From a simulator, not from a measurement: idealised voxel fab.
The document below concerns the process module designated voxel trench capacitor.
It is cross-section cut that appears here, measuring 190 nm in width, its square cells being 5 nm in size.
Format of a cross-section: grid, square cells. Given as bands. Order: top down. Band: one or more rows of cells.
First you get the band's top height and its bottom height, in nm, and then the materials it's made of, left to right, with each width in nm. If you see a single material with "everywhere", that one covers the band edge to edge. "empty" is empty space.
Beneath 0, the wafer as received is one material, and that level is where height counting begins. The lowest band goes on downward without a bottom; it is written like "top 0, no bottom".
Think of "30->40" as a width that walks from the first number to the second as you go down the band, top row to bottom row, taking equal-sized steps from row to row.
The cross-section has no changed cell in any step marked "changes: none".
Under "Voids, enclosed" you'll find the enclosed gaps, the ones with no way out to the top, that are 8 cells or bigger; each reads width x height at distance, with distance counted from the left edge, everything in nm.
Text after the settings on a step's line: the simulator's own remark on that step.
"overlay nm" answers the question of how far to the right of plan the mask lay on a step that has a mask, and when it is negative the answer is to the left.

PROCESS STEPS (PLANNED)
1) RECEIVE: material Si
2) CONFORMAL_DEP: material SiN, thk nm 5
3) DIRECTIONAL_DEP: material aC, thk nm 15
4) PATTERN: tone open, mask id TRENCH, material resist, width nm 25, pitch nm 40, thk nm 35, overlay nm 0
5) DIRECTIONAL_ETCH: etch materials aC, depth nm 15
6) STRIP: etch materials resist
7) DIRECTIONAL_ETCH: etch materials SiN, depth nm 5
8) DIRECTIONAL_ETCH: etch materials Si, depth nm 30
9) STRIP: etch materials aC
10) CONFORMAL_DEP: material HfO2, thk nm 5
11) CONFORMAL_DEP: material TiN, thk nm 5
12) FILL_DEP: material W, thk nm 10
13) CMP: height nm 5

WAFER AT RECEIPT (POST STEP 1), CROSS-SECTION
	top 0, no bottom  Si everywhere
	Voids, enclosed: none

CROSS-SECTION, FIRST OF TWO WAFERS, END OF MODULE, RUN AS PLANNED
	top 5, bottom 0  60 of SiN, then 5 of HfO2, then 5 of TiN, then 5 of W, then 5 of TiN, then 5 of HfO2, then 15 of SiN, then 5 of HfO2, then 5 of TiN, then 5 of W, then 5 of TiN, then 5 of HfO2, then 65 of SiN
	top 0, bottom -20  60 of Si, then 5 of HfO2, then 5 of TiN, then 5 of W, then 5 of TiN, then 5 of HfO2, then 15 of Si, then 5 of HfO2, then 5 of TiN, then 5 of W, then 5 of TiN, then 5 of HfO2, then 65 of Si
	top -20, bottom -25  60 of Si, then 5 of HfO2, then 15 of TiN, then 5 of HfO2, then 15 of Si, then 5 of HfO2, then 15 of TiN, then 5 of HfO2, then 65 of Si
	top -25, bottom -30  60 of Si, then 25 of HfO2, then 15 of Si, then 25 of HfO2, then 65 of Si
	top -30, no bottom  Si everywhere
	Voids, enclosed: none

PRESENTED HERE IS A CROSS-SECTION OF THE SECOND OF THE TWO WAFERS AS IT STOOD AT THE END OF THE MODULE. IT WAS STARTED IN THE SAME MANNER AND ASSIGNED THE SAME PLAN AS THE FIRST WAFER; HOWEVER, ONE MISTAKE WAS MADE IN ITS EXECUTION
	top 5, bottom 0  65 of SiN, then 5 of HfO2, then 5 of TiN, then 5 of W, then 5 of TiN, then 5 of HfO2, then 15 of SiN, then 5 of HfO2, then 5 of TiN, then 5 of W, then 5 of TiN, then 5 of HfO2, then 60 of SiN
	top 0, bottom -20  65 of Si, then 5 of HfO2, then 5 of TiN, then 5 of W, then 5 of TiN, then 5 of HfO2, then 15 of Si, then 5 of HfO2, then 5 of TiN, then 5 of W, then 5 of TiN, then 5 of HfO2, then 60 of Si
	top -20, bottom -25  65 of Si, then 5 of HfO2, then 15 of TiN, then 5 of HfO2, then 15 of Si, then 5 of HfO2, then 15 of TiN, then 5 of HfO2, then 60 of Si
	top -25, bottom -30  65 of Si, then 25 of HfO2, then 15 of Si, then 25 of HfO2, then 60 of Si
	top -30, no bottom  Si everywhere
	Voids, enclosed: none
So what did we get wrong on this run? step 4 did not happen as planned, as run it was PATTERN: tone open, mask id TRENCH, material resist, width nm 25, pitch nm 40, thk nm 35, overlay nm 5
Comparing end states, the material composition by cell count is preserved from the first wafer to the second, while the locations of the cells are not.
